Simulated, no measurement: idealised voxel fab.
process module | voxel spacer lines
cross-section cut | 225 nm wide | cells 5 nm
A cross-section is a grid of square cells, given in bands from the top down. A band is one or more rows of cells.
Each band's line starts with the height of the band's top and of its bottom, in nm. Then come its materials from left to right, each with its width in nm. One material with "throughout" fills the band from edge to edge. "air" is empty space.
Height 0 is the level under which the wafer as received is all one material. The lowest band goes on downwards, as in "0 down".
A width such as "30 to 40" changes by the same amount from each row of cells to the next, from the band's top row to its bottom row.
"no change" after a step means that no cell of the cross-section changed.
closed voids: empty space of 8 cells or more with no open way to the top, each as width x height at its distance from the left edge, in nm
after a step's settings: what the simulator itself notes on the step
overlay nm, on a step with a mask: how far to the right of its planned place the mask lay; to the left if negative
plan
1 op RECEIVE | material Si
2 op CONFORMAL_DEP | material SiO2 | thk nm 10
3 op DIRECTIONAL_DEP | material TiN | thk nm 10
4 op DIRECTIONAL_DEP | material polySi | thk nm 20
5 op PATTERN | tone cover | mask id MANDREL | material resist | width nm 20 | pitch nm 70 | thk nm 30 | overlay nm 0
6 op DIRECTIONAL_ETCH | etch materials polySi | depth nm 20
7 op STRIP | etch materials resist
8 op CONFORMAL_DEP | material SiN | thk nm 15
9 op DIRECTIONAL_ETCH | etch materials SiN | depth nm 15
10 op STRIP | etch materials polySi
11 op DIRECTIONAL_ETCH | etch materials TiN | depth nm 10
12 op STRIP | etch materials SiN
as received, after step 1
  0 down: Si throughout
  closed voids: none
first wafer at the end, as planned
  20 to 10: air 15 | TiN 15 | air 20 | TiN 15 | air 20 | TiN 15 | air 20 | TiN 15 | air 20 | TiN 15 | air 20 | TiN 15 | air 20
  10 to 0: SiO2 throughout
  0 down: Si throughout
  closed voids: none
second wafer at the end: like start, like plan, one mistake
  20 to 10: air 30 | TiN 20 | air 50 | TiN 20 | air 50 | TiN 20 | air 35
  10 to 0: SiO2 throughout
  0 down: Si throughout
  closed voids: none
what went wrong: step 5 ran as: op PATTERN | tone open | mask id MANDREL | material resist | width nm 20 | pitch nm 70 | thk nm 30 | overlay nm 0
at the end the second wafer has, in cells: 12 fewer of TiN
